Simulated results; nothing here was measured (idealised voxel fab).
The process module presented herein is designated voxel lift off.
Cross-section cut spans 210 nm and uses square cells 5 nm in size.
Think of the cross-section as a grid of square cells. We describe it in bands, top to bottom, and each band covers one or more rows of those cells. Top, bottom (nm), then materials left to right with widths (nm); lone material tagged "all across" fills the whole band edge to edge; "empty" = empty space. Counting heights begins at 0, where everything beneath is, in the wafer as received, one material. The lowest band has no bottom; it goes on downwards, as "z 0 and below" shows. The expression "30->40" gives the width at the extremes of the band, the first number at its top row of cells and the second at its bottom row, with the width changing by equal amounts from each row to the next in between. The cross-section has no changed cell in any step marked "no alterations made". "Closed empty spaces" - sealed voids, min. 8 cells, no opening to top; format: width x height at distance (distance from left edge; nm throughout). The remark found on a step's line after its settings is issued by the simulator itself and pertains to that step. overlay nm: right-of-plan distance of the mask on a masked step; negative values mean left-of-plan.

[Below is the list of planned process steps]
1,RECEIVE,material Si
2,CONFORMAL_DEP,material Al2O3,thk nm 15
3,PATTERN,tone open,mask id LINES,material resist,width nm 20,pitch nm 50,thk nm 30,overlay nm 0
4,DIRECTIONAL_DEP,material Ru,thk nm 15
5,STRIP,etch materials resist
6,CONFORMAL_DEP,material SiO2,thk nm 10
For this document, wafers share an identical start and vary in the step 3 width nm; the plan quotes the first wafer's value.

[First of several wafers (as received, post step 1), cross-sectional view]
	z 0 and below | Si all across
	Closed empty spaces: none

[Quick look at the cross-section of the first of several wafers after step 6, which wraps up the module]
	z 40 to 30 | empty: 35, then SiO2: 40, then empty: 10, then SiO2: 40, then empty: 10, then SiO2: 40, then empty: 35
	z 30 to 25 | empty: 35, then SiO2: 10, then Ru: 20, then SiO2: 10, then empty: 10, then SiO2: 10, then Ru: 20, then SiO2: 10, then empty: 10, then SiO2: 10, then Ru: 20, then SiO2: 10, then empty: 35
	z 25 to 15 | SiO2: 45, then Ru: 20, then SiO2: 30, then Ru: 20, then SiO2: 30, then Ru: 20, then SiO2: 45
	z 15 to 0 | Al2O3 all across
	z 0 and below | Si all across
	Closed empty spaces: none

[Cross-section at module completion, last wafer]
	z 40 to 30 | empty: 30, then SiO2: 155, then empty: 25
	z 30 to 25 | empty: 30, then SiO2: 10, then Ru: 35, then SiO2: 15, then Ru: 35, then SiO2: 15, then Ru: 35, then SiO2: 10, then empty: 25
	z 25 to 15 | SiO2: 40, then Ru: 35, then SiO2: 15, then Ru: 35, then SiO2: 15, then Ru: 35, then SiO2: 35
	z 15 to 0 | Al2O3 all across
	z 0 and below | Si all across
	Closed empty spaces: none

[Where each wafer stands at the end of the module, a row apiece: cells of each material gained (+) or lost (-) since it was received, then closed voids]
width nm 20, +126 Al2O3, +36 Ru, +120 SiO2, Closed empty spaces: none
width nm 25, +126 Al2O3, +45 Ru, +120 SiO2, Closed empty spaces: none
width nm 30, +126 Al2O3, +54 Ru, +120 SiO2, Closed empty spaces: none
width nm 35, +126 Al2O3, +63 Ru, +114 SiO2, Closed empty spaces: none
